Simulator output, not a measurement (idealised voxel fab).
process module | voxel air gaps
cross-section cut | 210 nm wide | cells 5 nm
A cross-section is a grid of square cells, given in bands from the top down. A band is one or more rows of cells.
Each band's line starts with the height of the band's top and of its bottom, in nm. Then come its materials from left to right, each with its width in nm. One material with "throughout" fills the band from edge to edge. "air" is empty space.
Height 0 is the level under which the wafer as received is all one material. The lowest band goes on downwards, as in "0 down".
A width such as "30 to 40" changes by the same amount from each row of cells to the next, from the band's top row to its bottom row.
"no change" after a step means that no cell of the cross-section changed.
closed voids: empty space of 8 cells or more with no open way to the top, each as width x height at its distance from the left edge, in nm
after a step's settings: what the simulator itself notes on the step
overlay nm, on a step with a mask: how far to the right of its planned place the mask lay; to the left if negative
plan
1 op RECEIVE | material Si
2 op CONFORMAL_DEP | material SiO2 | thk nm 15
3 op CONFORMAL_DEP | material SiCN | thk nm 5
4 op DIRECTIONAL_DEP | material SiO2 | thk nm 30
5 op DIRECTIONAL_DEP | material aC | thk nm 10
6 op PATTERN | tone open | mask id LINES | material resist | width nm 20 | pitch nm 50 | thk nm 30 | overlay nm 0
7 op DIRECTIONAL_ETCH | etch materials aC | depth nm 10
8 op STRIP | etch materials resist
9 op DIRECTIONAL_ETCH | etch materials SiO2 | depth nm 30
10 op STRIP | etch materials aC
11 op CONFORMAL_DEP | material TiN | thk nm 5
12 op FILL_DEP | material W | thk nm 5
13 op CMP | height nm 50
14 op EPI | material Ru | thk nm 10
15 op SELECTIVE_ETCH | etch materials SiO2 | depth nm 40
16 op CONFORMAL_DEP | material SiCN | thk nm 5
as received, after step 1
  0 down: Si throughout
  closed voids: none
a wafer at the end: this start, this plan, one mistake
  65 to 60: air 10 | SiCN 200
  60 to 50: air 10 | SiCN 5 | Ru 40 | SiCN 10 | Ru 40 | SiCN 10 | Ru 40 | SiCN 10 | Ru 40 | SiCN 5
  50 to 45: air 10 | SiCN 15 | TiN 5 | W 10 | TiN 5 | SiCN 30 | TiN 5 | W 10 | TiN 5 | SiCN 30 | TiN 5 | W 10 | TiN 5 | SiCN 30 | TiN 5 | W 10 | TiN 5 | SiCN 15
  45 to 25: air 20 | SiCN 5 | TiN 5 | W 10 | TiN 5 | SiCN 5 | air 20 | SiCN 5 | TiN 5 | W 10 | TiN 5 | SiCN 5 | air 20 | SiCN 5 | TiN 5 | W 10 | TiN 5 | SiCN 5 | air 20 | SiCN 5 | TiN 5 | W 10 | TiN 5 | SiCN 5 | air 10
  25 to 20: SiCN 25 | TiN 20 | SiCN 30 | TiN 20 | SiCN 30 | TiN 20 | SiCN 30 | TiN 20 | SiCN 15
  20 to 15: SiCN throughout
  15 to 0: SiO2 throughout
  0 down: Si throughout
  closed voids: 20 x 20 at 50; 20 x 20 at 100; 20 x 20 at 150; 10 x 20 at 200
what went wrong: step 6 ran as: op PATTERN | tone open | mask id LINES | material resist | width nm 20 | pitch nm 50 | thk nm 30 | overlay nm 5
